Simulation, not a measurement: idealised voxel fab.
process module | voxel transistor to metal
cross-section cut | 265 nm wide | cells 5 nm
A cross-section is a grid of square cells, given in bands from the top down. A band is one or more rows of cells.
Each band's line starts with the height of the band's top and of its bottom, in nm. Then come its materials from left to right, each with its width in nm. One material with "throughout" fills the band from edge to edge. "air" is empty space.
Height 0 is the level under which the wafer as received is all one material. The lowest band goes on downwards, as in "0 down".
A width such as "30 to 40" changes by the same amount from each row of cells to the next, from the band's top row to its bottom row.
"no change" after a step means that no cell of the cross-section changed.
closed voids: empty space of 8 cells or more with no open way to the top, each as width x height at its distance from the left edge, in nm
after a step's settings: what the simulator itself notes on the step
overlay nm, on a step with a mask: how far to the right of its planned place the mask lay; to the left if negative
Each pair below shows a cross-section before one step and the cross-section after it, down to the lowest band that changed. The line under each pair gives the step between them, with its settings. The pairs can come from different runs of this module on the same starting wafer, so a pair continues from the pair above only where its "before" says so.
before
  35 to 20: air 50 | SiN 5 | SiCN 25 | SiN 5 | air 90 | SiN 5 | SiCN 25 | SiN 5 | air 55
  20 to 0: air 50 | SiN 5 | polySi 25 | SiN 5 | air 90 | SiN 5 | polySi 25 | SiN 5 | air 55
  0 to -5: SiO2 10 | SiN 5 | air 35 | SiN 5 | SiO2 25 | SiN 5 | air 35 | SiN 5 | SiO2 10 | SiN 5 | air 35 | SiN 5 | SiO2 25 | SiN 5 | air 35 | SiN 5 | SiO2 15
  -5 to -40: SiO2 20 | Si 95 | SiO2 30 | Si 95 | SiO2 25
  -40 down: Si throughout
  closed voids: none
after
  35 to 20: air 50 | SiN 5 | SiCN 25 | SiN 5 | air 90 | SiN 5 | SiCN 25 | SiN 5 | air 55
  20 to 0: air 50 | SiN 5 | polySi 25 | SiN 5 | air 90 | SiN 5 | polySi 25 | SiN 5 | air 55
  0 to -5: air 10 | SiN 5 | air 35 | SiN 5 | SiO2 25 | SiN 5 | air 35 | SiN 5 | air 10 | SiN 5 | air 35 | SiN 5 | SiO2 25 | SiN 5 | air 35 | SiN 5 | air 15
  -5 to -10: SiO2 15 | air 5 | Si 95 | air 5 | SiO2 20 | air 5 | Si 95 | air 5 | SiO2 20
  below -10: unchanged
  closed voids: none
the step between: op DIRECTIONAL_ETCH | etch materials SiO2 | depth nm 5
before: the cross-section after the pair above
after
  35 to 20: air 50 | SiN 5 | SiCN 25 | SiN 5 | air 90 | SiN 5 | SiCN 25 | SiN 5 | air 55
  20 to 0: air 50 | SiN 5 | polySi 25 | SiN 5 | air 90 | SiN 5 | polySi 25 | SiN 5 | air 55
  0 to -5: air 10 | SiN 5 | air 35 | SiN 5 | SiO2 25 | SiN 5 | air 35 | SiN 5 | air 10 | SiN 5 | air 35 | SiN 5 | SiO2 25 | SiN 5 | air 35 | SiN 5 | air 15
  -5 to -10: SiO2 15 | air 35 | Si 35 | air 35 | SiO2 20 | air 35 | Si 35 | air 35 | SiO2 20
  -10 to -20: SiO2 20 | air 30 | Si 35 | air 30 | SiO2 30 | air 30 | Si 35 | air 30 | SiO2 25
  below -20: unchanged
  closed voids: none
the step between: op DIRECTIONAL_ETCH | etch materials Si | depth nm 15
before: the cross-section after the pair above
after
  35 to 20: air 50 | SiN 5 | SiCN 25 | SiN 5 | air 90 | SiN 5 | SiCN 25 | SiN 5 | air 55
  20 to 15: air 50 | SiN 5 | polySi 25 | SiN 5 | air 90 | SiN 5 | polySi 25 | SiN 5 | air 55
  15 to 0: air 30 | pSi 20 | SiN 5 | polySi 25 | SiN 5 | pSi 20 | air 50 | pSi 20 | SiN 5 | polySi 25 | SiN 5 | pSi 20 | air 35
  0 to -5: air 10 | SiN 5 | pSi 35 | SiN 5 | SiO2 25 | SiN 5 | pSi 35 | SiN 5 | air 10 | SiN 5 | pSi 35 | SiN 5 | SiO2 25 | SiN 5 | pSi 35 | SiN 5 | air 15
  -5 to -10: SiO2 15 | pSi 35 | Si 35 | pSi 35 | SiO2 20 | pSi 35 | Si 35 | pSi 35 | SiO2 20
  -10 to -20: SiO2 20 | pSi 30 | Si 35 | pSi 30 | SiO2 30 | pSi 30 | Si 35 | pSi 30 | SiO2 25
  below -20: unchanged
  closed voids: none
the step between: op EPI | material pSi | thk nm 20
before: the cross-section after the pair above
after
  40 to 35: SiO2 throughout
  35 to 20: SiO2 50 | SiN 5 | SiCN 25 | SiN 5 | SiO2 90 | SiN 5 | SiCN 25 | SiN 5 | SiO2 55
  20 to 15: SiO2 50 | SiN 5 | polySi 25 | SiN 5 | SiO2 90 | SiN 5 | polySi 25 | SiN 5 | SiO2 55
  15 to 0: SiO2 30 | pSi 20 | SiN 5 | polySi 25 | SiN 5 | pSi 20 | SiO2 50 | pSi 20 | SiN 5 | polySi 25 | SiN 5 | pSi 20 | SiO2 35
  0 to -5: SiO2 10 | SiN 5 | pSi 35 | SiN 5 | SiO2 25 | SiN 5 | pSi 35 | SiN 5 | SiO2 10 | SiN 5 | pSi 35 | SiN 5 | SiO2 25 | SiN 5 | pSi 35 | SiN 5 | SiO2 15
  below -5: unchanged
  closed voids: none
the step between: op FILL_DEP | material SiO2 | thk nm 5
before: the cross-section after the pair above
after
  35 to 20: SiO2 50 | SiN 5 | SiCN 25 | SiN 5 | SiO2 90 | SiN 5 | SiCN 25 | SiN 5 | SiO2 55
  below 20: unchanged
  closed voids: none
the step between: op CMP | height nm 35
before: the cross-section after the pair above
after
  50 to 35: SiO2 throughout
  below 35: unchanged
  closed voids: none
the step between: op DIRECTIONAL_DEP | material SiO2 | thk nm 15
before: the cross-section after the pair above
after
  50 to 35: SiO2 20 | air 30 | SiO2 35 | air 30 | SiO2 30 | air 30 | SiO2 35 | air 30 | SiO2 25
  35 to 20: SiO2 20 | air 30 | SiN 5 | SiCN 25 | SiN 5 | air 30 | SiO2 30 | air 30 | SiN 5 | SiCN 25 | SiN 5 | air 30 | SiO2 25
  20 to 15: SiO2 20 | air 30 | SiN 5 | polySi 25 | SiN 5 | air 30 | SiO2 30 | air 30 | SiN 5 | polySi 25 | SiN 5 | air 30 | SiO2 25
  15 to 0: SiO2 20 | air 10 | pSi 20 | SiN 5 | polySi 25 | SiN 5 | pSi 20 | air 10 | SiO2 30 | air 10 | pSi 20 | SiN 5 | polySi 25 | SiN 5 | pSi 20 | air 10 | SiO2 25
  below 0: unchanged
  closed voids: none
the step between: op MASKED_ETCH | tone open | mask id CONTACT | width nm 30 | etch materials SiO2 | depth nm 50 | overlay nm 0
before: the cross-section after the pair above
after
  55 to 50: TiN 25 | air 20 | TiN 45 | air 20 | TiN 40 | air 20 | TiN 45 | air 20 | TiN 30
  50 to 35: SiO2 20 | TiN 5 | air 20 | TiN 5 | SiO2 35 | TiN 5 | air 20 | TiN 5 | SiO2 30 | TiN 5 | air 20 | TiN 5 | SiO2 35 | TiN 5 | air 20 | TiN 5 | SiO2 25
  35 to 20: SiO2 20 | TiN 5 | air 20 | TiN 5 | SiN 5 | SiCN 25 | SiN 5 | TiN 5 | air 20 | TiN 5 | SiO2 30 | TiN 5 | air 20 | TiN 5 | SiN 5 | SiCN 25 | SiN 5 | TiN 5 | air 20 | TiN 5 | SiO2 25
  20 to 15: SiO2 20 | TiN 30 | SiN 5 | polySi 25 | SiN 5 | TiN 30 | SiO2 30 | TiN 30 | SiN 5 | polySi 25 | SiN 5 | TiN 30 | SiO2 25
  15 to 0: SiO2 20 | TiN 10 | pSi 20 | SiN 5 | polySi 25 | SiN 5 | pSi 20 | TiN 10 | SiO2 30 | TiN 10 | pSi 20 | SiN 5 | polySi 25 | SiN 5 | pSi 20 | TiN 10 | SiO2 25
  below 0: unchanged
  closed voids: none
the step between: op CONFORMAL_DEP | material TiN | thk nm 5
before: the cross-section after the pair above
after
  60 to 55: W throughout
  55 to 50: TiN 25 | W 20 | TiN 45 | W 20 | TiN 40 | W 20 | TiN 45 | W 20 | TiN 30
  50 to 35: SiO2 20 | TiN 5 | W 20 | TiN 5 | SiO2 35 | TiN 5 | W 20 | TiN 5 | SiO2 30 | TiN 5 | W 20 | TiN 5 | SiO2 35 | TiN 5 | W 20 | TiN 5 | SiO2 25
  35 to 20: SiO2 20 | TiN 5 | W 20 | TiN 5 | SiN 5 | SiCN 25 | SiN 5 | TiN 5 | W 20 | TiN 5 | SiO2 30 | TiN 5 | W 20 | TiN 5 | SiN 5 | SiCN 25 | SiN 5 | TiN 5 | W 20 | TiN 5 | SiO2 25
  below 20: unchanged
  closed voids: none
the step between: op FILL_DEP | material W | thk nm 5
before: the cross-section after the pair above
after
  50 to 35: SiO2 20 | TiN 5 | W 20 | TiN 5 | SiO2 35 | TiN 5 | W 20 | TiN 5 | SiO2 30 | TiN 5 | W 20 | TiN 5 | SiO2 35 | TiN 5 | W 20 | TiN 5 | SiO2 25
  below 35: unchanged
  closed voids: none
the step between: op CMP | height nm 50
before: the cross-section after the pair above
after
  55 to 50: SiCN throughout
  below 50: unchanged
  closed voids: none
the step between: op CONFORMAL_DEP | material SiCN | thk nm 5
before: the cross-section after the pair above
after
  75 to 55: lowk throughout
  below 55: unchanged
  closed voids: none
the step between: op DIRECTIONAL_DEP | material lowk | thk nm 20
before: the cross-section after the pair above
after
  75 to 55: lowk 20 | air 20 | lowk 55 | air 20 | lowk 30 | air 20 | lowk 55 | air 20 | lowk 25
  below 55: unchanged
  closed voids: none
the step between: op MASKED_ETCH | tone open | mask id METAL_1 | width nm 20 | etch materials lowk | depth nm 20 | overlay nm 0
before: the cross-section after the pair above
after
  75 to 55: lowk 20 | air 20 | lowk 55 | air 20 | lowk 30 | air 20 | lowk 55 | air 20 | lowk 25
  55 to 50: SiCN 20 | air 20 | SiCN 55 | air 20 | SiCN 30 | air 20 | SiCN 55 | air 20 | SiCN 25
  below 50: unchanged
  closed voids: none
the step between: op MASKED_ETCH | tone open | mask id METAL_1 | width nm 20 | etch materials SiCN | depth nm 5 | overlay nm 0
before: the cross-section after the pair above
after
  80 to 75: TiN 25 | air 10 | TiN 65 | air 10 | TiN 40 | air 10 | TiN 65 | air 10 | TiN 30
  75 to 55: lowk 20 | TiN 5 | air 10 | TiN 5 | lowk 55 | TiN 5 | air 10 | TiN 5 | lowk 30 | TiN 5 | air 10 | TiN 5 | lowk 55 | TiN 5 | air 10 | TiN 5 | lowk 25
  55 to 50: SiCN 20 | TiN 20 | SiCN 55 | TiN 20 | SiCN 30 | TiN 20 | SiCN 55 | TiN 20 | SiCN 25
  below 50: unchanged
  closed voids: none
the step between: op CONFORMAL_DEP | material TiN | thk nm 5
before: the cross-section after the pair above
after
  85 to 80: Cu throughout
  80 to 75: TiN 25 | Cu 10 | TiN 65 | Cu 10 | TiN 40 | Cu 10 | TiN 65 | Cu 10 | TiN 30
  75 to 55: lowk 20 | TiN 5 | Cu 10 | TiN 5 | lowk 55 | TiN 5 | Cu 10 | TiN 5 | lowk 30 | TiN 5 | Cu 10 | TiN 5 | lowk 55 | TiN 5 | Cu 10 | TiN 5 | lowk 25
  below 55: unchanged
  closed voids: none
the step between: op FILL_DEP | material Cu | thk nm 5
before: the cross-section after the pair above
after
  75 to 55: lowk 20 | TiN 5 | Cu 10 | TiN 5 | lowk 55 | TiN 5 | Cu 10 | TiN 5 | lowk 30 | TiN 5 | Cu 10 | TiN 5 | lowk 55 | TiN 5 | Cu 10 | TiN 5 | lowk 25
  below 55: unchanged
  closed voids: none
the step between: op CMP | height nm 75
before: the cross-section after the pair above
after
  80 to 75: SiCN throughout
  below 75: unchanged
  closed voids: none
the step between: op CONFORMAL_DEP | material SiCN | thk nm 5
before: the cross-section after the pair above
after
  115 to 80: lowk throughout
  below 80: unchanged
  closed voids: none
the step between: op DIRECTIONAL_DEP | material lowk | thk nm 35
before: the cross-section after the pair above
after
  130 to 115: resist 20 | air 15 | resist 110 | air 15 | resist 105
  below 115: unchanged
  closed voids: none
the step between: op PATTERN | tone open | mask id METAL_2_HOLES | material resist | width nm 15 | pitch nm 125 | thk nm 15 | overlay nm 0
before: the cross-section after the pair above
after
  130 to 115: resist 20 | air 15 | resist 110 | air 15 | resist 105
  115 to 80: lowk 20 | air 15 | lowk 110 | air 15 | lowk 105
  below 80: unchanged
  closed voids: none
the step between: op DIRECTIONAL_ETCH | etch materials lowk | depth nm 35
before: the cross-section after the pair above
after
  115 to 80: lowk 20 | air 15 | lowk 110 | air 15 | lowk 105
  below 80: unchanged
  closed voids: none
the step between: op STRIP | etch materials resist
before: the cross-section after the pair above
after
  125 to 115: aC 20 | air 15 | aC 110 | air 15 | aC 105
  115 to 90: lowk 20 | air 15 | lowk 110 | air 15 | lowk 105
  90 to 80: lowk 20 | aC 15 | lowk 110 | aC 15 | lowk 105
  below 80: unchanged
  closed voids: none
the step between: op DIRECTIONAL_DEP | material aC | thk nm 10
before: the cross-section after the pair above
after
  150 to 125: resist 20 | air 20 | resist 105 | air 20 | resist 100
  below 125: unchanged
  closed voids: none
the step between: op PATTERN | tone open | mask id METAL_2 | material resist | width nm 20 | pitch nm 125 | thk nm 25 | overlay nm 0
before: the cross-section after the pair above
after
  140 to 125: resist 20 | air 20 | resist 105 | air 20 | resist 100
  125 to 115: aC 20 | air 20 | aC 105 | air 20 | aC 100
  115 to 80: lowk 20 | air 15 | lowk 110 | air 15 | lowk 105
  below 80: unchanged
  closed voids: none
the step between: op DIRECTIONAL_ETCH | etch materials aC | depth nm 10
before: the cross-section after the pair above
after
  125 to 115: aC 20 | air 20 | aC 105 | air 20 | aC 100
  below 115: unchanged
  closed voids: none
the step between: op STRIP | etch materials resist
before: the cross-section after the pair above
after
  125 to 115: aC 20 | air 20 | aC 105 | air 20 | aC 100
  115 to 95: lowk 20 | air 20 | lowk 105 | air 20 | lowk 100
  below 95: unchanged
  closed voids: none
the step between: op DIRECTIONAL_ETCH | etch materials lowk | depth nm 20
before: the cross-section after the pair above
after
  125 to 115: aC 20 | air 20 | aC 105 | air 20 | aC 100
  115 to 95: lowk 20 | air 20 | lowk 105 | air 20 | lowk 100
  95 to 80: lowk 20 | air 15 | lowk 110 | air 15 | lowk 105
  80 to 75: SiCN 20 | air 15 | SiCN 110 | air 15 | SiCN 105
  below 75: unchanged
  closed voids: none
the step between: op DIRECTIONAL_ETCH | etch materials SiCN | depth nm 5
before: the cross-section after the pair above
after
  115 to 95: lowk 20 | air 20 | lowk 105 | air 20 | lowk 100
  below 95: unchanged
  closed voids: none
the step between: op STRIP | etch materials aC
before: the cross-section after the pair above
after
  120 to 115: TiN 25 | air 10 | TiN 115 | air 10 | TiN 105
  115 to 100: lowk 20 | TiN 5 | air 10 | TiN 5 | lowk 105 | TiN 5 | air 10 | TiN 5 | lowk 100
  100 to 95: lowk 20 | TiN 5 | air 5 | TiN 10 | lowk 105 | TiN 5 | air 5 | TiN 10 | lowk 100
  95 to 80: lowk 20 | TiN 5 | air 5 | TiN 5 | lowk 110 | TiN 5 | air 5 | TiN 5 | lowk 105
  80 to 75: SiCN 20 | TiN 15 | SiCN 110 | TiN 15 | SiCN 105
  below 75: unchanged
  closed voids: none
the step between: op CONFORMAL_DEP | material TiN | thk nm 5
before: the cross-section after the pair above
after
  130 to 120: Cu throughout
  120 to 115: TiN 25 | Cu 10 | TiN 115 | Cu 10 | TiN 105
  115 to 100: lowk 20 | TiN 5 | Cu 10 | TiN 5 | lowk 105 | TiN 5 | Cu 10 | TiN 5 | lowk 100
  100 to 95: lowk 20 | TiN 5 | Cu 5 | TiN 10 | lowk 105 | TiN 5 | Cu 5 | TiN 10 | lowk 100
  95 to 80: lowk 20 | TiN 5 | Cu 5 | TiN 5 | lowk 110 | TiN 5 | Cu 5 | TiN 5 | lowk 105
  below 80: unchanged
  closed voids: none
the step between: op FILL_DEP | material Cu | thk nm 10
before: the cross-section after the pair above
after
  115 to 100: lowk 20 | TiN 5 | Cu 10 | TiN 5 | lowk 105 | TiN 5 | Cu 10 | TiN 5 | lowk 100
  below 100: unchanged
  closed voids: none
the step between: op CMP | height nm 115
before: the cross-section after the pair above
after
  120 to 115: SiN throughout
  below 115: unchanged
  closed voids: none
the step between: op CONFORMAL_DEP | material SiN | thk nm 5
before
  30 to 15: air 15 | resist 105 | air 20 | resist 105 | air 20
  15 to 5: air 15 | SiN 105 | air 20 | SiN 105 | air 20
  5 to 0: air 15 | SiO2 105 | air 20 | SiO2 105 | air 20
  0 to -35: air 15 | Si 105 | air 20 | Si 105 | air 20
  -35 down: Si throughout
  closed voids: none
after
  30 to 15: air 15 | resist 105 | air 20 | resist 105 | air 20
  15 to 5: air 15 | SiN 105 | air 20 | SiN 105 | air 20
  5 to 0: air 15 | SiO2 105 | air 20 | SiO2 105 | air 20
  0 to -70: air 15 | Si 105 | air 20 | Si 105 | air 20
  below -70: unchanged
  closed voids: none
the step between: op DIRECTIONAL_ETCH | etch materials Si | depth nm 35
before: the cross-section after the pair above
after
  15 to 5: air 15 | SiN 105 | air 20 | SiN 105 | air 20
  below 5: unchanged
  closed voids: none
the step between: op STRIP | etch materials resist
before: the cross-section after the pair above
after
  15 to 5: air 15 | SiN 105 | air 20 | SiN 105 | air 20
  5 to 0: air 15 | SiO2 105 | air 20 | SiO2 105 | air 20
  0 to -70: air 15 | SiO2 5 | Si 95 | SiO2 5 | air 20 | SiO2 5 | Si 95 | SiO2 5 | air 20
  -70 to -75: SiO2 20 | Si 95 | SiO2 30 | Si 95 | SiO2 25
  below -75: unchanged
  closed voids: none
the step between: op OXIDIZE | depth nm 5
before: the cross-section after the pair above
after
  30 to 15: SiO2 throughout
  15 to 5: SiO2 15 | SiN 105 | SiO2 20 | SiN 105 | SiO2 20
  5 to 0: SiO2 throughout
  0 to -75: SiO2 20 | Si 95 | SiO2 30 | Si 95 | SiO2 25
  below -75: unchanged
  closed voids: none
the step between: op FILL_DEP | material SiO2 | thk nm 15
before: the cross-section after the pair above
after
  15 to 5: SiO2 15 | SiN 105 | SiO2 20 | SiN 105 | SiO2 20
  below 5: unchanged
  closed voids: none
the step between: op CMP | height nm 15
before: the cross-section after the pair above
after
  15 to 10: air 15 | SiN 105 | air 20 | SiN 105 | air 20
  below 10: unchanged
  closed voids: none
the step between: op SELECTIVE_ETCH | etch materials SiO2 | depth nm 5
before: the cross-section after the pair above
after
  10 to 5: SiO2 15 | air 105 | SiO2 20 | air 105 | SiO2 20
  below 5: unchanged
  closed voids: none
the step between: op STRIP | etch materials SiN
before: the cross-section after the pair above
after
  5 to 0: SiO2 10 | air 115 | SiO2 10 | air 115 | SiO2 15
  below 0: unchanged
  closed voids: none
the step between: op SELECTIVE_ETCH | etch materials SiO2 | depth nm 5
before: the cross-section after the pair above
after
  5 to 0: SiO2 10 | air 115 | SiO2 10 | air 115 | SiO2 15
  0 to -5: SiO2 throughout
  below -5: unchanged
  closed voids: none
the step between: op OXIDIZE | depth nm 5
before: the cross-section after the pair above
after
  25 to 20: polySi 10 | air 115 | polySi 10 | air 115 | polySi 15
  20 to 5: polySi throughout
  5 to 0: SiO2 10 | polySi 115 | SiO2 10 | polySi 115 | SiO2 15
  below 0: unchanged
  closed voids: none
the step between: op DIRECTIONAL_DEP | material polySi | thk nm 20
before: the cross-section after the pair above
after
  40 to 35: SiCN 10 | air 115 | SiCN 10 | air 115 | SiCN 15
  35 to 25: SiCN throughout
  25 to 20: polySi 10 | SiCN 115 | polySi 10 | SiCN 115 | polySi 15
  below 20: unchanged
  closed voids: none
the step between: op DIRECTIONAL_DEP | material SiCN | thk nm 15
before: the cross-section after the pair above
after
  60 to 40: air 55 | resist 25 | air 100 | resist 25 | air 60
  40 to 35: SiCN 10 | air 45 | resist 25 | air 45 | SiCN 10 | air 45 | resist 25 | air 45 | SiCN 15
  below 35: unchanged
  closed voids: none
the step between: op PATTERN | tone cover | mask id GATE | material resist | width nm 25 | pitch nm 125 | thk nm 20 | overlay nm 0
before: the cross-section after the pair above
after
  60 to 35: air 55 | resist 25 | air 100 | resist 25 | air 60
  35 to 25: air 55 | SiCN 25 | air 100 | SiCN 25 | air 60
  25 to 20: polySi 10 | air 45 | SiCN 25 | air 45 | polySi 10 | air 45 | SiCN 25 | air 45 | polySi 15
  below 20: unchanged
  closed voids: none
the step between: op DIRECTIONAL_ETCH | etch materials SiCN | depth nm 25
before: the cross-section after the pair above
after
  60 to 35: air 55 | resist 25 | air 100 | resist 25 | air 60
  35 to 20: air 55 | SiCN 25 | air 100 | SiCN 25 | air 60
  20 to 5: air 55 | polySi 25 | air 100 | polySi 25 | air 60
  5 to 0: SiO2 10 | air 45 | polySi 25 | air 45 | SiO2 10 | air 45 | polySi 25 | air 45 | SiO2 15
  below 0: unchanged
  closed voids: none
the step between: op DIRECTIONAL_ETCH | etch materials polySi | depth nm 30
before: the cross-section after the pair above
after
  35 to 20: air 55 | SiCN 25 | air 100 | SiCN 25 | air 60
  below 20: unchanged
  closed voids: none
the step between: op STRIP | etch materials resist
before: the cross-section after the pair above
after
  40 to 35: air 50 | SiO2 35 | air 90 | SiO2 35 | air 55
  35 to 20: air 50 | SiO2 5 | SiCN 25 | SiO2 5 | air 90 | SiO2 5 | SiCN 25 | SiO2 5 | air 55
  20 to 10: air 50 | SiO2 5 | polySi 25 | SiO2 5 | air 90 | SiO2 5 | polySi 25 | SiO2 5 | air 55
  10 to 5: SiO2 15 | air 35 | SiO2 5 | polySi 25 | SiO2 5 | air 35 | SiO2 20 | air 35 | SiO2 5 | polySi 25 | SiO2 5 | air 35 | SiO2 20
  5 to 0: SiO2 55 | polySi 25 | SiO2 100 | polySi 25 | SiO2 60
  below 0: unchanged
  closed voids: none
the step between: op CONFORMAL_DEP | material SiO2 | thk nm 5
before: the cross-section after the pair above
after
  35 to 20: air 50 | SiO2 5 | SiCN 25 | SiO2 5 | air 90 | SiO2 5 | SiCN 25 | SiO2 5 | air 55
  20 to 5: air 50 | SiO2 5 | polySi 25 | SiO2 5 | air 90 | SiO2 5 | polySi 25 | SiO2 5 | air 55
  5 to 0: SiO2 15 | air 35 | SiO2 5 | polySi 25 | SiO2 5 | air 35 | SiO2 20 | air 35 | SiO2 5 | polySi 25 | SiO2 5 | air 35 | SiO2 20
  below 0: unchanged
  closed voids: none
the step between: op DIRECTIONAL_ETCH | etch materials SiO2 | depth nm 5
before: the cross-section after the pair above
after
  40 to 35: air 45 | SiN 45 | air 80 | SiN 45 | air 50
  35 to 20: air 45 | SiN 5 | SiO2 5 | SiCN 25 | SiO2 5 | SiN 5 | air 80 | SiN 5 | SiO2 5 | SiCN 25 | SiO2 5 | SiN 5 | air 50
  20 to 10: air 45 | SiN 5 | SiO2 5 | polySi 25 | SiO2 5 | SiN 5 | air 80 | SiN 5 | SiO2 5 | polySi 25 | SiO2 5 | SiN 5 | air 50
  10 to 5: SiN 20 | air 25 | SiN 5 | SiO2 5 | polySi 25 | SiO2 5 | SiN 5 | air 25 | SiN 30 | air 25 | SiN 5 | SiO2 5 | polySi 25 | SiO2 5 | SiN 5 | air 25 | SiN 25
  5 to 0: SiO2 15 | SiN 35 | SiO2 5 | polySi 25 | SiO2 5 | SiN 35 | SiO2 20 | SiN 35 | SiO2 5 | polySi 25 | SiO2 5 | SiN 35 | SiO2 20
  below 0: unchanged
  closed voids: none
the step between: op CONFORMAL_DEP | material SiN | thk nm 5
before: the cross-section after the pair above
after
  35 to 20: air 45 | SiN 5 | SiO2 5 | SiCN 25 | SiO2 5 | SiN 5 | air 80 | SiN 5 | SiO2 5 | SiCN 25 | SiO2 5 | SiN 5 | air 50
  20 to 5: air 45 | SiN 5 | SiO2 5 | polySi 25 | SiO2 5 | SiN 5 | air 80 | SiN 5 | SiO2 5 | polySi 25 | SiO2 5 | SiN 5 | air 50
  5 to 0: SiO2 15 | SiN 5 | air 25 | SiN 5 | SiO2 5 | polySi 25 | SiO2 5 | SiN 5 | air 25 | SiN 5 | SiO2 20 | SiN 5 | air 25 | SiN 5 | SiO2 5 | polySi 25 | SiO2 5 | SiN 5 | air 25 | SiN 5 | SiO2 20
  below 0: unchanged
  closed voids: none
the step between: op DIRECTIONAL_ETCH | etch materials SiN | depth nm 5
before: the cross-section after the pair above
after
  35 to 30: air 45 | SiN 5 | air 5 | SiCN 25 | air 5 | SiN 5 | air 80 | SiN 5 | air 5 | SiCN 25 | air 5 | SiN 5 | air 50
  30 to 20: air 45 | SiN 5 | SiO2 5 | SiCN 25 | SiO2 5 | SiN 5 | air 80 | SiN 5 | SiO2 5 | SiCN 25 | SiO2 5 | SiN 5 | air 50
  20 to 5: air 45 | SiN 5 | SiO2 5 | polySi 25 | SiO2 5 | SiN 5 | air 80 | SiN 5 | SiO2 5 | polySi 25 | SiO2 5 | SiN 5 | air 50
  5 to 0: air 15 | SiN 5 | air 25 | SiN 5 | SiO2 5 | polySi 25 | SiO2 5 | SiN 5 | air 25 | SiN 5 | air 20 | SiN 5 | air 25 | SiN 5 | SiO2 5 | polySi 25 | SiO2 5 | SiN 5 | air 25 | SiN 5 | air 20
  0 to -5: SiO2 20 | air 25 | SiO2 45 | air 25 | SiO2 30 | air 25 | SiO2 45 | air 25 | SiO2 25
  below -5: unchanged
  closed voids: none
the step between: op DIRECTIONAL_ETCH | etch materials SiO2 | depth nm 5
before: the cross-section after the pair above
after
  35 to 30: air 45 | SiN 5 | air 5 | SiCN 25 | air 5 | SiN 5 | air 80 | SiN 5 | air 5 | SiCN 25 | air 5 | SiN 5 | air 50
  30 to 20: air 45 | SiN 5 | SiO2 5 | SiCN 25 | SiO2 5 | SiN 5 | air 80 | SiN 5 | SiO2 5 | SiCN 25 | SiO2 5 | SiN 5 | air 50
  20 to 5: air 45 | SiN 5 | SiO2 5 | polySi 25 | SiO2 5 | SiN 5 | air 80 | SiN 5 | SiO2 5 | polySi 25 | SiO2 5 | SiN 5 | air 50
  5 to 0: air 15 | SiN 5 | air 25 | SiN 5 | SiO2 5 | polySi 25 | SiO2 5 | SiN 5 | air 25 | SiN 5 | air 20 | SiN 5 | air 25 | SiN 5 | SiO2 5 | polySi 25 | SiO2 5 | SiN 5 | air 25 | SiN 5 | air 20
  0 to -5: SiO2 20 | air 25 | SiO2 45 | air 25 | SiO2 30 | air 25 | SiO2 45 | air 25 | SiO2 25
  -5 to -20: SiO2 20 | air 25 | Si 45 | air 25 | SiO2 30 | air 25 | Si 45 | air 25 | SiO2 25
  below -20: unchanged
  closed voids: none
the step between: op DIRECTIONAL_ETCH | etch materials Si | depth nm 15
before: the cross-section after the pair above
after
  35 to 30: air 45 | SiN 5 | air 5 | SiCN 25 | air 5 | SiN 5 | air 80 | SiN 5 | air 5 | SiCN 25 | air 5 | SiN 5 | air 50
  30 to 20: air 45 | SiN 5 | SiO2 5 | SiCN 25 | SiO2 5 | SiN 5 | air 80 | SiN 5 | SiO2 5 | SiCN 25 | SiO2 5 | SiN 5 | air 50
  20 to 15: air 45 | SiN 5 | SiO2 5 | polySi 25 | SiO2 5 | SiN 5 | air 80 | SiN 5 | SiO2 5 | polySi 25 | SiO2 5 | SiN 5 | air 50
  15 to 5: air 25 | pSi 20 | SiN 5 | SiO2 5 | polySi 25 | SiO2 5 | SiN 5 | pSi 20 | air 40 | pSi 20 | SiN 5 | SiO2 5 | polySi 25 | SiO2 5 | SiN 5 | pSi 20 | air 30
  5 to 0: air 15 | SiN 5 | air 5 | pSi 20 | SiN 5 | SiO2 5 | polySi 25 | SiO2 5 | SiN 5 | pSi 20 | air 5 | SiN 5 | air 20 | SiN 5 | air 5 | pSi 20 | SiN 5 | SiO2 5 | polySi 25 | SiO2 5 | SiN 5 | pSi 20 | air 5 | SiN 5 | air 20
  0 to -5: SiO2 20 | pSi 25 | SiO2 45 | pSi 25 | SiO2 30 | pSi 25 | SiO2 45 | pSi 25 | SiO2 25
  -5 to -20: SiO2 20 | pSi 25 | Si 45 | pSi 25 | SiO2 30 | pSi 25 | Si 45 | pSi 25 | SiO2 25
  below -20: unchanged
  closed voids: none
the step between: op EPI | material pSi | thk nm 20
before: the cross-section after the pair above
after
  40 to 35: SiO2 throughout
  35 to 20: SiO2 45 | SiN 5 | SiO2 5 | SiCN 25 | SiO2 5 | SiN 5 | SiO2 80 | SiN 5 | SiO2 5 | SiCN 25 | SiO2 5 | SiN 5 | SiO2 50
  20 to 15: SiO2 45 | SiN 5 | SiO2 5 | polySi 25 | SiO2 5 | SiN 5 | SiO2 80 | SiN 5 | SiO2 5 | polySi 25 | SiO2 5 | SiN 5 | SiO2 50
  15 to 5: SiO2 25 | pSi 20 | SiN 5 | SiO2 5 | polySi 25 | SiO2 5 | SiN 5 | pSi 20 | SiO2 40 | pSi 20 | SiN 5 | SiO2 5 | polySi 25 | SiO2 5 | SiN 5 | pSi 20 | SiO2 30
  5 to 0: SiO2 15 | SiN 5 | SiO2 5 | pSi 20 | SiN 5 | SiO2 5 | polySi 25 | SiO2 5 | SiN 5 | pSi 20 | SiO2 5 | SiN 5 | SiO2 20 | SiN 5 | SiO2 5 | pSi 20 | SiN 5 | SiO2 5 | polySi 25 | SiO2 5 | SiN 5 | pSi 20 | SiO2 5 | SiN 5 | SiO2 20
  below 0: unchanged
  closed voids: none
the step between: op FILL_DEP | material SiO2 | thk nm 5
before: the cross-section after the pair above
after
  35 to 20: SiO2 45 | SiN 5 | SiO2 5 | SiCN 25 | SiO2 5 | SiN 5 | SiO2 80 | SiN 5 | SiO2 5 | SiCN 25 | SiO2 5 | SiN 5 | SiO2 50
  below 20: unchanged
  closed voids: none
the step between: op CMP | height nm 35
before: the cross-section after the pair above
after
  50 to 35: SiO2 throughout
  below 35: unchanged
  closed voids: none
the step between: op DIRECTIONAL_DEP | material SiO2 | thk nm 15
